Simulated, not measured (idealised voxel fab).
The document below concerns the process module designated voxel transistor to metal.
We display cut, a cross-section 180 nm in width whose square cells are each 5 nm.
Think of the cross-section as a grid of square cells. We describe it in bands, top to bottom, and each band covers one or more rows of those cells.
Look at the band entry: it leads with the top's height and the bottom's height in nm. Then it lists the materials left to right, with a width in nm for each. The word "throughout" on a single material says that material fills the band edge to edge. The word "air" is empty space.
Below 0: as-received wafer, all one material; heights counted from there. Lowest band: no bottom, goes on down, written "0 -> down".
Width "30->40": first value at the band's top row of cells, second value at its bottom row, equal change from row to row.
Step note "nothing was modified" = no cross-section cell changed.
Listed in "Enclosed void catalog": every empty space of 8 or more cells without an open way to the top. Form: width x height at distance, the distance being from the left edge, all in nm.
On each step's line, the part that comes after the settings is the simulator's own comment on the step.
For masked steps, "overlay nm" on the step line gives how far right of plan the mask actually lay; a minus sign means it lay to the left.
STEPS IN THE PROCESS PLAN
1: RECEIVE | material Si
2: OXIDIZE | depth nm 5
3: CONFORMAL_DEP | material SiN | thk nm 15
4: DIRECTIONAL_DEP | material aC | thk nm 10
5: PATTERN | tone cover | mask id ACTIVE | material resist | width nm 100 | thk nm 25 | overlay nm 0
6: DIRECTIONAL_ETCH | etch materials aC | depth nm 10
7: STRIP | etch materials resist
8: DIRECTIONAL_ETCH | etch materials SiN | depth nm 15
9: DIRECTIONAL_ETCH | etch materials SiO2 | depth nm 5
10: DIRECTIONAL_ETCH | etch materials Si | depth nm 30
11: STRIP | etch materials aC
12: FILL_DEP | material SiO2 | thk nm 5
13: CMP | height nm 15
14: SELECTIVE_ETCH | etch materials SiO2 | depth nm 15
15: STRIP | etch materials SiN
16: SELECTIVE_ETCH | etch materials SiO2 | depth nm 5
17: OXIDIZE | depth nm 5
18: DIRECTIONAL_DEP | material polySi | thk nm 30
19: DIRECTIONAL_DEP | material SiCN | thk nm 15
20: PATTERN | tone cover | mask id GATE | material resist | width nm 20 | thk nm 20 | overlay nm 0
21: DIRECTIONAL_ETCH | etch materials SiCN | depth nm 25
22: DIRECTIONAL_ETCH | etch materials polySi | depth nm 40
23: STRIP | etch materials resist
24: CONFORMAL_DEP | material SiO2 | thk nm 5
25: DIRECTIONAL_ETCH | etch materials SiO2 | depth nm 5
26: CONFORMAL_DEP | material SiN | thk nm 10
27: DIRECTIONAL_ETCH | etch materials SiN | depth nm 10
28: DIRECTIONAL_ETCH | etch materials SiO2 | depth nm 5
29: EPI | material SiGe | thk nm 5
30: FILL_DEP | material SiO2 | thk nm 10
31: CMP | height nm 40
32: DIRECTIONAL_DEP | material SiO2 | thk nm 15
33: MASKED_ETCH | tone open | mask id CONTACT | width nm 30 | pitch nm 60 | etch materials SiO2 | depth nm 60 | overlay nm 0
34: CONFORMAL_DEP | material TiN | thk nm 5
35: FILL_DEP | material W | thk nm 10
36: CMP | height nm 55
37: CONFORMAL_DEP | material SiCN | thk nm 5
38: DIRECTIONAL_DEP | material lowk | thk nm 20
39: MASKED_ETCH | tone open | mask id METAL_1 | width nm 15 | pitch nm 75 | etch materials lowk | depth nm 20 | overlay nm 0
40: MASKED_ETCH | tone open | mask id METAL_1 | width nm 15 | pitch nm 75 | etch materials SiCN | depth nm 5 | overlay nm 0
41: CONFORMAL_DEP | material TiN | thk nm 5
42: FILL_DEP | material Cu | thk nm 5
43: CMP | height nm 80
44: EPI | material Ru | thk nm 5
45: FILL_DEP | material SiCN | thk nm 5
46: DIRECTIONAL_DEP | material lowk | thk nm 30
47: MASKED_ETCH | tone open | mask id METAL_2 | width nm 15 | pitch nm 75 | etch materials lowk | depth nm 15 | overlay nm 0
48: PATTERN | tone open | mask id METAL_2_HOLES | material resist | width nm 15 | pitch nm 75 | thk nm 20 | overlay nm 0
49: DIRECTIONAL_ETCH | etch materials lowk | depth nm 15
50: DIRECTIONAL_ETCH | etch materials SiCN | depth nm 5
51: STRIP | etch materials resist
52: CONFORMAL_DEP | material TiN | thk nm 5
53: FILL_DEP | material Cu | thk nm 10
54: CMP | height nm 120
55: CONFORMAL_DEP | material SiCN | thk nm 5
CROSS-SECTIONAL VIEW OF THE WAFER IN ITS AS-RECEIVED CONDITION, CORRESPONDING TO THE STATE AFTER STEP 1
- 0 -> down  Si throughout
- Enclosed void catalog: none
WAFER CROSS-SECTION AT MODULE END: FIRST OF TWO, RUN TO PLAN
- 125 -> 120  SiCN throughout
- 120 -> 90  lowk (45) / TiN (5) / Cu (5) / TiN (5) / lowk (60) / TiN (5) / Cu (5) / TiN (5) / lowk (45)
- 90 -> 85  SiCN (45) / TiN (15) / SiCN (60) / TiN (15) / SiCN (45)
- 85 -> 80  SiCN (40) / Ru (25) / SiCN (50) / Ru (25) / SiCN (40)
- 80 -> 60  lowk (45) / TiN (5) / Cu (5) / TiN (5) / lowk (60) / TiN (5) / Cu (5) / TiN (5) / lowk (45)
- 60 -> 55  SiCN (45) / TiN (15) / SiCN (60) / TiN (15) / SiCN (45)
- 55 -> 45  SiO2 (45) / TiN (5) / W (20) / TiN (5) / SiO2 (30) / TiN (5) / W (20) / TiN (5) / SiO2 (45)
- 45 -> 40  SiO2 (45) / TiN (5) / W (10) / TiN (15) / SiO2 (30) / TiN (15) / W (10) / TiN (5) / SiO2 (45)
- 40 -> 25  SiO2 (45) / TiN (5) / W (10) / TiN (5) / SiN (10) / SiO2 (5) / SiCN (20) / SiO2 (5) / SiN (10) / TiN (5) / W (10) / TiN (5) / SiO2 (45)
- 25 -> 0  SiO2 (45) / TiN (5) / W (10) / TiN (5) / SiN (10) / SiO2 (5) / polySi (20) / SiO2 (5) / SiN (10) / TiN (5) / W (10) / TiN (5) / SiO2 (45)
- 0 -> -5  SiO2 (45) / TiN (20) / SiN (10) / SiO2 (5) / polySi (20) / SiO2 (5) / SiN (10) / TiN (20) / SiO2 (45)
- -5 -> -10  SiO2 (35) / SiGe (30) / SiO2 (50) / SiGe (30) / SiO2 (35)
- -10 -> -35  SiO2 (40) / Si (100) / SiO2 (40)
- -35 -> down  Si throughout
- Enclosed void catalog: none
THIS CROSS-SECTION BELONGS TO THE SECOND WAFER OF TWO AT THE END OF THE MODULE; THE START AND THE PLAN WERE SHARED WITH THE FIRST, AND THE RUN INCLUDED ONE MISTAKE
- 125 -> 120  SiCN throughout
- 120 -> 90  lowk (45) / TiN (5) / Cu (5) / TiN (5) / lowk (60) / TiN (5) / Cu (5) / TiN (5) / lowk (45)
- 90 -> 85  SiCN (45) / TiN (15) / SiCN (60) / TiN (15) / SiCN (45)
- 85 -> 80  SiCN (40) / Ru (25) / SiCN (50) / Ru (25) / SiCN (40)
- 80 -> 60  lowk (45) / TiN (5) / Cu (5) / TiN (5) / lowk (60) / TiN (5) / Cu (5) / TiN (5) / lowk (45)
- 60 -> 55  SiCN (45) / TiN (15) / SiCN (60) / TiN (15) / SiCN (45)
- 55 -> 45  SiO2 (45) / TiN (5) / W (20) / TiN (5) / SiO2 (30) / TiN (5) / W (20) / TiN (5) / SiO2 (45)
- 45 -> 40  SiO2 (45) / TiN (5) / W (10) / TiN (15) / SiO2 (30) / TiN (15) / W (10) / TiN (5) / SiO2 (45)
- 40 -> 30  SiO2 (45) / TiN (5) / W (10) / TiN (5) / SiN (10) / SiO2 (5) / SiCN (20) / SiO2 (5) / SiN (10) / TiN (5) / W (10) / TiN (5) / SiO2 (45)
- 30 -> 5  SiO2 (45) / TiN (5) / W (10) / TiN (5) / SiN (10) / SiO2 (5) / polySi (20) / SiO2 (5) / SiN (10) / TiN (5) / W (10) / TiN (5) / SiO2 (45)
- 5 -> 0  SiO2 (45) / TiN (20) / SiN (10) / SiO2 (5) / polySi (20) / SiO2 (5) / SiN (10) / TiN (20) / SiO2 (45)
- 0 -> -5  SiO2 (30) / SiN (10) / SiO2 (5) / SiGe (20) / SiO2 (50) / SiGe (20) / SiO2 (5) / SiN (10) / SiO2 (30)
- -5 -> -10  SiO2 (50) / Si (80) / SiO2 (50)
- -10 -> -35  SiO2 (40) / Si (100) / SiO2 (40)
- -35 -> down  Si throughout
- Enclosed void catalog: none
Against the plan, the run slipped here: steps 15 and 16 run out of order (swapped)
Materials where the second wafer ends with more or fewer cells than the first: +16 Si | -4 SiCN | -4 SiGe | -4 TiN | -4 W
